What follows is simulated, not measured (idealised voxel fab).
The name of this process module is voxel quadruple lines.
The width of the displayed cross-section, cut, is 295 nm; its cells are square, with a size of 5 nm.
Reading order for cross-sections: top band down to bottom band. Underlying form: a grid of square cells. Band size: one or more rows of cells.
In this notation a band is specified by the heights of its top and bottom, in that order and in nm, after which its materials appear from left to right, each paired with its width in nm. The word "all across" attached to a single material means that material fills the band from edge to edge; the word "air" stands for empty space.
Ref level 0: as-received wafer is one material below here. Bottom band extends down with no lower bound ("0 and below").
The notation "30..40" denotes a width that varies across the rows of cells in the band, beginning at the first number in the top row, finishing at the second number in the bottom row, and changing by an identical amount from each row to the next.
Where the words "no alterations made" appear for a step, the cross-section shows no cell changed by that step; every cell remained as before.
"Completely enclosed voids": empty spaces of 8 cells or more with no open way to the top, each given as width x height at distance, distance from the left edge, all in nm.
Post-settings text on a step line: simulator's own remark regarding the step.
overlay nm: right-of-plan distance of the mask on a masked step; negative values mean left-of-plan.

## The process steps that were planned are listed below
1. RECEIVE: material Si
2. CONFORMAL_DEP: material Al2O3, thk nm 5
3. DIRECTIONAL_DEP: material TiN, thk nm 15
4. DIRECTIONAL_DEP: material polySi, thk nm 20
5. DIRECTIONAL_DEP: material aC, thk nm 20
6. PATTERN: tone cover, mask id MANDREL, material resist, width nm 20, thk nm 30, overlay nm 0
7. DIRECTIONAL_ETCH: etch materials aC, depth nm 20
8. STRIP: etch materials resist
9. CONFORMAL_DEP: material SiO2, thk nm 10
10. DIRECTIONAL_ETCH: etch materials SiO2, depth nm 10
11. STRIP: etch materials aC
12. DIRECTIONAL_ETCH: etch materials polySi, depth nm 20
13. STRIP: etch materials SiO2
14. CONFORMAL_DEP: material SiCN, thk nm 5
15. DIRECTIONAL_ETCH: etch materials SiCN, depth nm 5
16. STRIP: etch materials polySi
17. DIRECTIONAL_ETCH: etch materials TiN, depth nm 15
18. STRIP: etch materials SiCN

## Run as planned: first of two wafers

## The cross-section here shows the wafer as received, i.e. in its state after step 1
	0 and below = Si all across
	Completely enclosed voids: none

## Cross-sectional representation of the wafer at the conclusion of step 2
	5 down to 0 = Al2O3 all across
	Below 0, the layers are the same as they were.

## Cross-sectional representation of the wafer at the conclusion of step 3
	20 down to 5 = TiN all across
	Below 5, the layers are the same as they were.

## Cross-sectional representation of the wafer at the conclusion of step 4
	40 down to 20 = polySi all across
	Below 20, the layers are the same as they were.

## Cross-sectional representation of the wafer at the conclusion of step 5
	60 down to 40 = aC all across
	Below 40, the layers are the same as they were.

## Cross-sectional representation of the wafer at the conclusion of step 6
	90 down to 60 = air 135 nm; resist 20 nm; air 140 nm
	Below 60, the layers are the same as they were.

## Cross-sectional representation of the wafer at the conclusion of step 7
	70 down to 60 = air 135 nm; resist 20 nm; air 140 nm
	60 down to 40 = air 135 nm; aC 20 nm; air 140 nm
	Below 40, the layers are the same as they were.

## Cross-sectional representation of the wafer at the conclusion of step 8
	60 down to 40 = air 135 nm; aC 20 nm; air 140 nm
	Below 40, the layers are the same as they were.

## Cross-sectional representation of the wafer at the conclusion of step 9
	70 down to 60 = air 125 nm; SiO2 40 nm; air 130 nm
	60 down to 50 = air 125 nm; SiO2 10 nm; aC 20 nm; SiO2 10 nm; air 130 nm
	50 down to 40 = SiO2 135 nm; aC 20 nm; SiO2 140 nm
	Below 40, the layers are the same as they were.

## Cross-sectional representation of the wafer at the conclusion of step 10
	60 down to 40 = air 125 nm; SiO2 10 nm; aC 20 nm; SiO2 10 nm; air 130 nm
	Below 40, the layers are the same as they were.

## Cross-sectional representation of the wafer at the conclusion of step 11
	60 down to 40 = air 125 nm; SiO2 10 nm; air 20 nm; SiO2 10 nm; air 130 nm
	Below 40, the layers are the same as they were.

## Cross-sectional representation of the wafer at the conclusion of step 12
	60 down to 40 = air 125 nm; SiO2 10 nm; air 20 nm; SiO2 10 nm; air 130 nm
	40 down to 20 = air 125 nm; polySi 10 nm; air 20 nm; polySi 10 nm; air 130 nm
	Below 20, the layers are the same as they were.

## Cross-sectional representation of the wafer at the conclusion of step 13
	40 down to 20 = air 125 nm; polySi 10 nm; air 20 nm; polySi 10 nm; air 130 nm
	Below 20, the layers are the same as they were.

## Cross-sectional representation of the wafer at the conclusion of step 14
	45 down to 40 = air 120 nm; SiCN 20 nm; air 10 nm; SiCN 20 nm; air 125 nm
	40 down to 25 = air 120 nm; SiCN 5 nm; polySi 10 nm; SiCN 5 nm; air 10 nm; SiCN 5 nm; polySi 10 nm; SiCN 5 nm; air 125 nm
	25 down to 20 = SiCN 125 nm; polySi 10 nm; SiCN 20 nm; polySi 10 nm; SiCN 130 nm
	Below 20, the layers are the same as they were.

## Cross-sectional representation of the wafer at the conclusion of step 15
	40 down to 20 = air 120 nm; SiCN 5 nm; polySi 10 nm; SiCN 5 nm; air 10 nm; SiCN 5 nm; polySi 10 nm; SiCN 5 nm; air 125 nm
	Below 20, the layers are the same as they were.

## Cross-sectional representation of the wafer at the conclusion of step 16
	40 down to 20 = air 120 nm; SiCN 5 nm; air 10 nm; SiCN 5 nm; air 10 nm; SiCN 5 nm; air 10 nm; SiCN 5 nm; air 125 nm
	Below 20, the layers are the same as they were.

## Cross-sectional representation of the wafer at the conclusion of step 17
	40 down to 20 = air 120 nm; SiCN 5 nm; air 10 nm; SiCN 5 nm; air 10 nm; SiCN 5 nm; air 10 nm; SiCN 5 nm; air 125 nm
	20 down to 5 = air 120 nm; TiN 5 nm; air 10 nm; TiN 5 nm; air 10 nm; TiN 5 nm; air 10 nm; TiN 5 nm; air 125 nm
	Below 5, the layers are the same as they were.

## Cross-sectional representation of the wafer at the conclusion of step 18
	20 down to 5 = air 120 nm; TiN 5 nm; air 10 nm; TiN 5 nm; air 10 nm; TiN 5 nm; air 10 nm; TiN 5 nm; air 125 nm
	Below 5, the layers are the same as they were.

## The second wafer was prepared from the same starting point and under the same plan as the first; its processing contained one mistake, and it remains indistinguishable from the first wafer up to and including step 16

## The second wafer in cross-section, at the planned close of step 17
	40 down to 20 = air 120 nm; SiCN 5 nm; air 10 nm; SiCN 5 nm; air 10 nm; SiCN 5 nm; air 10 nm; SiCN 5 nm; air 125 nm
	20 down to 10 = air 120 nm; TiN 5 nm; air 10 nm; TiN 5 nm; air 10 nm; TiN 5 nm; air 10 nm; TiN 5 nm; air 125 nm
	Below 10, the layers are the same as they were.

## The second wafer in cross-section, at the planned close of step 18
	20 down to 10 = air 120 nm; TiN 5 nm; air 10 nm; TiN 5 nm; air 10 nm; TiN 5 nm; air 10 nm; TiN 5 nm; air 125 nm
	Below 10, the layers are the same as they were.
The mistake made against the process plan was this: step 17 deviated from plan and actually ran as DIRECTIONAL_ETCH: etch materials TiN, depth nm 10
In the final state, the cell counts of the second wafer exceed or fall short of those of the first for the following materials: +55 TiN
